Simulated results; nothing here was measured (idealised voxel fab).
process module | voxel released beams
cross-section cut | 200 nm wide | cells 5 nm
A cross-section is a grid of square cells, given in bands from the top down. A band is one or more rows of cells.
Each band's line starts with the height of the band's top and of its bottom, in nm. Then come its materials from left to right, each with its width in nm. One material with "throughout" fills the band from edge to edge. "air" is empty space.
Height 0 is the level under which the wafer as received is all one material. The lowest band goes on downwards, as in "0 down".
A width such as "30 to 40" changes by the same amount from each row of cells to the next, from the band's top row to its bottom row.
"no change" after a step means that no cell of the cross-section changed.
closed voids: empty space of 8 cells or more with no open way to the top, each as width x height at its distance from the left edge, in nm
after a step's settings: what the simulator itself notes on the step
overlay nm, on a step with a mask: how far to the right of its planned place the mask lay; to the left if negative
plan
1 op RECEIVE | material Si
2 op CONFORMAL_DEP | material SiN | thk nm 10
3 op DIRECTIONAL_DEP | material SiO2 | thk nm 20
4 op MASKED_ETCH | tone open | mask id ANCHOR | width nm 30 | etch materials SiO2 | depth nm 20 | overlay nm 0
5 op CONFORMAL_DEP | material TiN | thk nm 10
6 op DIRECTIONAL_DEP | material aC | thk nm 15
7 op PATTERN | tone cover | mask id BEAM | material resist | width nm 100 | thk nm 30 | overlay nm 0
8 op DIRECTIONAL_ETCH | etch materials aC | depth nm 15
9 op STRIP | etch materials resist
10 op DIRECTIONAL_ETCH | etch materials TiN | depth nm 10
11 op STRIP | etch materials aC
12 op STRIP | etch materials SiO2
first wafer, as planned
as received, after step 1
  0 down: Si throughout
  closed voids: none
after step 2
  10 to 0: SiN throughout
  below 0: unchanged
after step 3
  30 to 10: SiO2 throughout
  below 10: unchanged
after step 4
  30 to 10: SiO2 50 | air 30 | SiO2 120
  below 10: unchanged
after step 5
  40 to 30: TiN 60 | air 10 | TiN 130
  30 to 20: SiO2 50 | TiN 10 | air 10 | TiN 10 | SiO2 120
  20 to 10: SiO2 50 | TiN 30 | SiO2 120
  below 10: unchanged
after step 6
  55 to 40: aC 60 | air 10 | aC 130
  40 to 35: TiN 60 | air 10 | TiN 130
  35 to 30: TiN 60 | aC 10 | TiN 130
  30 to 20: SiO2 50 | TiN 10 | aC 10 | TiN 10 | SiO2 120
  below 20: unchanged
after step 7
  85 to 55: air 45 | resist 100 | air 55
  55 to 40: aC 60 | resist 10 | aC 130
  40 to 35: TiN 60 | resist 10 | TiN 130
  below 35: unchanged
after step 8
  70 to 55: air 45 | resist 100 | air 55
  55 to 40: air 45 | aC 15 | resist 10 | aC 75 | air 55
  below 40: unchanged
after step 9
  55 to 40: air 45 | aC 15 | air 10 | aC 75 | air 55
  40 to 35: TiN 60 | air 10 | TiN 130
  below 35: unchanged
after step 10
  55 to 40: air 45 | aC 15 | air 10 | aC 75 | air 55
  40 to 35: air 45 | TiN 15 | air 10 | TiN 75 | air 55
  35 to 30: air 45 | TiN 15 | aC 10 | TiN 75 | air 55
  below 30: unchanged
after step 11
  40 to 30: air 45 | TiN 15 | air 10 | TiN 75 | air 55
  30 to 20: SiO2 50 | TiN 10 | air 10 | TiN 10 | SiO2 120
  below 20: unchanged
after step 12
  40 to 30: air 45 | TiN 15 | air 10 | TiN 75 | air 55
  30 to 20: air 50 | TiN 10 | air 10 | TiN 10 | air 120
  20 to 10: air 50 | TiN 30 | air 120
  below 10: unchanged
second wafer: like start, like plan, one mistake. Through step 1 it matches the first wafer
when step 2 should have ended
  20 to 0: SiO2 throughout
  below 0: unchanged
when step 3 should have ended
  30 to 20: SiN throughout
  below 20: unchanged
when step 4 should have ended: no change
when step 5 should have ended
  40 to 30: TiN throughout
  below 30: unchanged
when step 6 should have ended
  55 to 40: aC throughout
  below 40: unchanged
when step 7 should have ended
  85 to 55: air 45 | resist 100 | air 55
  below 55: unchanged
when step 8 should have ended
  70 to 55: air 45 | resist 100 | air 55
  55 to 40: air 45 | aC 100 | air 55
  below 40: unchanged
when step 9 should have ended
  55 to 40: air 45 | aC 100 | air 55
  below 40: unchanged
when step 10 should have ended
  55 to 40: air 45 | aC 100 | air 55
  40 to 30: air 45 | TiN 100 | air 55
  below 30: unchanged
when step 11 should have ended
  40 to 30: air 45 | TiN 100 | air 55
  below 30: unchanged
when step 12 should have ended: no change
what went wrong: steps 2 and 3 were swapped
at the end the second wafer has, in cells: 160 more of SiO2 | 16 fewer of TiN
